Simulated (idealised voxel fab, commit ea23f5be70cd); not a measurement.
process module | voxel gate over fins
cross-section cut | 240 nm wide | cells 5 nm
A cross-section is a grid of square cells, given in bands from the top down. A band is one or more rows of cells.
Each band's line starts with the height of the band's top and of its bottom, in nm. Then come its materials from left to right, each with its width in nm. One material with "throughout" fills the band from edge to edge. "air" is empty space.
Height 0 is the level under which the wafer as received is all one material. The lowest band goes on downwards, as in "0 down".
A width such as "30 to 40" changes by the same amount from each row of cells to the next, from the band's top row to its bottom row.
"no change" after a step means that no cell of the cross-section changed.
closed voids: empty space of 8 cells or more with no open way to the top, each as width x height at its distance from the left edge, in nm
after a step's settings: what the simulator itself notes on the step
overlay nm, on a step with a mask: how far to the right of its planned place the mask lay; to the left if negative
plan
1 op RECEIVE | material Si
2 op CONFORMAL_DEP | material SiN | thk nm 5
3 op PATTERN | tone cover | mask id FINS | material resist | width nm 15 | pitch nm 60 | thk nm 15 | overlay nm 0
4 op DIRECTIONAL_ETCH | etch materials SiN | depth nm 5
5 op DIRECTIONAL_ETCH | etch materials Si | depth nm 35
6 op STRIP | etch materials resist
7 op OXIDIZE | depth nm 5
8 op FILL_DEP | material SiO2 | thk nm 5
9 op CMP | height nm 5
10 op MASKED_ETCH | tone open | mask id RAIL | width nm 15 | etch materials SiO2 | depth nm 35 | overlay nm 0
11 op CONFORMAL_DEP | material TiN | thk nm 5
12 op FILL_DEP | material W | thk nm 5
13 op CMP | height nm 5
14 op SELECTIVE_ETCH | etch materials W Ru TiN | depth nm 25
15 op FILL_DEP | material SiO2 | thk nm 5
16 op CMP | height nm 5
17 op SELECTIVE_ETCH | etch materials SiO2 | depth nm 20
18 op STRIP | etch materials SiN
19 op CONFORMAL_DEP | material HfO2 | thk nm 5
20 op CONFORMAL_DEP | material TiN | thk nm 5
21 op FILL_DEP | material W | thk nm 15
22 op CMP | height nm 20
23 op CONFORMAL_DEP | material SiN | thk nm 5
as received, after step 1
  0 down: Si throughout
  closed voids: none
first wafer at the end, as planned
  25 to 20: SiN throughout
  20 to 10: W throughout
  10 to 5: W 45 | TiN 25 | W 35 | TiN 25 | W 35 | TiN 25 | W 50
  5 to 0: W 45 | TiN 5 | HfO2 15 | TiN 5 | W 35 | TiN 5 | HfO2 15 | TiN 5 | W 35 | TiN 5 | HfO2 15 | TiN 5 | W 50
  0 to -5: W 45 | TiN 5 | HfO2 5 | Si 5 | HfO2 5 | TiN 5 | W 35 | TiN 5 | HfO2 5 | Si 5 | HfO2 5 | TiN 5 | W 35 | TiN 5 | HfO2 5 | Si 5 | HfO2 5 | TiN 5 | W 50
  -5 to -10: TiN 50 | HfO2 5 | Si 5 | HfO2 5 | TiN 45 | HfO2 5 | Si 5 | HfO2 5 | TiN 45 | HfO2 5 | Si 5 | HfO2 5 | TiN 55
  -10 to -15: HfO2 55 | Si 5 | HfO2 55 | Si 5 | HfO2 55 | Si 5 | HfO2 60
  -15 to -20: SiO2 55 | Si 5 | SiO2 55 | Si 5 | SiO2 55 | Si 5 | SiO2 60
  -20 to -25: SiO2 55 | Si 5 | SiO2 20 | TiN 5 | W 5 | TiN 5 | SiO2 20 | Si 5 | SiO2 55 | Si 5 | SiO2 60
  -25 to -30: SiO2 55 | Si 5 | SiO2 20 | TiN 15 | SiO2 20 | Si 5 | SiO2 55 | Si 5 | SiO2 60
  -30 to -40: SiO2 55 | Si 5 | SiO2 55 | Si 5 | SiO2 55 | Si 5 | SiO2 60
  -40 down: Si throughout
  closed voids: none
second wafer at the end: like start, like plan, one mistake
  25 to 20: SiN throughout
  20 to 10: W throughout
  10 to 5: W 45 | TiN 25 | W 35 | TiN 25 | W 35 | TiN 25 | W 50
  5 to 0: W 45 | TiN 5 | HfO2 15 | TiN 5 | W 35 | TiN 5 | HfO2 15 | TiN 5 | W 35 | TiN 5 | HfO2 15 | TiN 5 | W 50
  0 to -5: W 45 | TiN 5 | HfO2 5 | Si 5 | HfO2 5 | TiN 5 | W 35 | TiN 5 | HfO2 5 | Si 5 | HfO2 5 | TiN 5 | W 35 | TiN 5 | HfO2 5 | Si 5 | HfO2 5 | TiN 5 | W 50
  -5 to -10: TiN 50 | HfO2 5 | Si 5 | HfO2 5 | TiN 45 | HfO2 5 | Si 5 | HfO2 5 | TiN 45 | HfO2 5 | Si 5 | HfO2 5 | TiN 55
  -10 to -15: HfO2 55 | Si 5 | HfO2 55 | Si 5 | HfO2 55 | Si 5 | HfO2 60
  -15 to -20: SiO2 55 | Si 5 | SiO2 55 | Si 5 | SiO2 55 | Si 5 | SiO2 60
  -20 to -25: SiO2 55 | Si 5 | SiO2 20 | TiN 5 | Ru 5 | TiN 5 | SiO2 20 | Si 5 | SiO2 55 | Si 5 | SiO2 60
  -25 to -30: SiO2 55 | Si 5 | SiO2 20 | TiN 15 | SiO2 20 | Si 5 | SiO2 55 | Si 5 | SiO2 60
  -30 to -40: SiO2 55 | Si 5 | SiO2 55 | Si 5 | SiO2 55 | Si 5 | SiO2 60
  -40 down: Si throughout
  closed voids: none
what went wrong: step 12 ran as: op FILL_DEP | material Ru | thk nm 5
at the end the second wafer has, in cells: 1 more of Ru | 1 fewer of W
